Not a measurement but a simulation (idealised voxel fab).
The process module that follows is named voxel air gaps.
Section cut is 265 nm wide and gridded with 5 nm square cells.
In what follows, cross-sections appear as grids of square cells, described through bands that run from the top down, where every band is one or more rows of cells. The entry gives the band's vertical extent as a top height and a bottom height in nm, then its horizontal make-up as materials from left to right, each with a width in nm. "blank" stands for empty space; a single material marked "edge to edge" fills the band edge to edge. Note: height 0 marks the level under which the wafer is uniformly one material as received. Lowest band unbounded below, written "z 0 and below". So if you see something like "30->40" for the width, read it as the top row of the band sitting at the first number and the bottom row at the second, with every row in between moving by the same amount as the last. "no change occurred" after a step means that no cell of the cross-section changed. Closed empty spaces (no open way to the top) of 8 cells or more are what "Trapped voids" lists, each as width x height at distance from the left edge, nm for all three. On each step's line, the part that comes after the settings is the simulator's own comment on the step. overlay nm: step with mask; distance mask lay right of planned place; negative value = left of planned place.

Below is the list of planned process steps
- 1: RECEIVE, material Si
- 2: CONFORMAL_DEP, material SiO2, thk nm 10
- 3: CONFORMAL_DEP, material SiCN, thk nm 5
- 4: DIRECTIONAL_DEP, material lowk, thk nm 40
- 5: MASKED_ETCH, tone open, mask id LINES, width nm 20, pitch nm 45, etch materials lowk, depth nm 40, overlay nm 0
- 6: CONFORMAL_DEP, material TiN, thk nm 5
- 7: FILL_DEP, material W, thk nm 5
- 8: CMP, height nm 55
- 9: EPI, material Ru, thk nm 10
- 10: SELECTIVE_ETCH, etch materials lowk, depth nm 50
- 11: CONFORMAL_DEP, material SiCN, thk nm 5

Cross-section of the wafer as it came to us, i.e., already through step 1
> z 0 and below  Si edge to edge
> Trapped voids: none

Cross-section, first of two wafers, end of module, run as planned
> z 70 to 65  blank: 60, then SiCN: 140, then blank: 65
> z 65 to 55  blank: 60, then SiCN: 5, then Ru: 40, then SiCN: 5, then Ru: 40, then SiCN: 5, then Ru: 40, then SiCN: 5, then blank: 65
> z 55 to 50  blank: 60, then SiCN: 15, then TiN: 5, then W: 10, then TiN: 5, then SiCN: 25, then TiN: 5, then W: 10, then TiN: 5, then SiCN: 25, then TiN: 5, then W: 10, then TiN: 5, then SiCN: 15, then blank: 65
> z 50 to 20  blank: 70, then SiCN: 5, then TiN: 5, then W: 10, then TiN: 5, then SiCN: 5, then blank: 15, then SiCN: 5, then TiN: 5, then W: 10, then TiN: 5, then SiCN: 5, then blank: 15, then SiCN: 5, then TiN: 5, then W: 10, then TiN: 5, then SiCN: 5, then blank: 75
> z 20 to 15  SiCN: 75, then TiN: 20, then SiCN: 25, then TiN: 20, then SiCN: 25, then TiN: 20, then SiCN: 80
> z 15 to 10  SiCN edge to edge
> z 10 to 0  SiO2 edge to edge
> z 0 and below  Si edge to edge
> Trapped voids: 15 x 30 at 100; 15 x 30 at 145

End-of-module cross-section of the second wafer: identical starting point and process plan to the first, with one processing mistake
> z 60 to 55  blank: 60, then SiCN: 140, then blank: 65
> z 55 to 45  blank: 60, then SiCN: 5, then Ru: 40, then SiCN: 5, then Ru: 40, then SiCN: 5, then Ru: 40, then SiCN: 5, then blank: 65
> z 45 to 40  blank: 60, then SiCN: 15, then TiN: 5, then W: 10, then TiN: 5, then SiCN: 25, then TiN: 5, then W: 10, then TiN: 5, then SiCN: 25, then TiN: 5, then W: 10, then TiN: 5, then SiCN: 15, then blank: 65
> z 40 to 20  blank: 70, then SiCN: 5, then TiN: 5, then W: 10, then TiN: 5, then SiCN: 5, then blank: 15, then SiCN: 5, then TiN: 5, then W: 10, then TiN: 5, then SiCN: 5, then blank: 15, then SiCN: 5, then TiN: 5, then W: 10, then TiN: 5, then SiCN: 5, then blank: 75
> z 20 to 15  SiCN: 75, then TiN: 20, then SiCN: 25, then TiN: 20, then SiCN: 25, then TiN: 20, then SiCN: 80
> z 15 to 10  SiCN edge to edge
> z 10 to 0  SiO2 edge to edge
> z 0 and below  Si edge to edge
> Trapped voids: 15 x 20 at 100; 15 x 20 at 145
Plan not followed: step 8 deviated from plan and actually ran as CMP, height nm 45
Cell-count delta at end, second wafer over first, by material: 12 fewer of SiCN, 12 fewer of TiN, 12 fewer of W
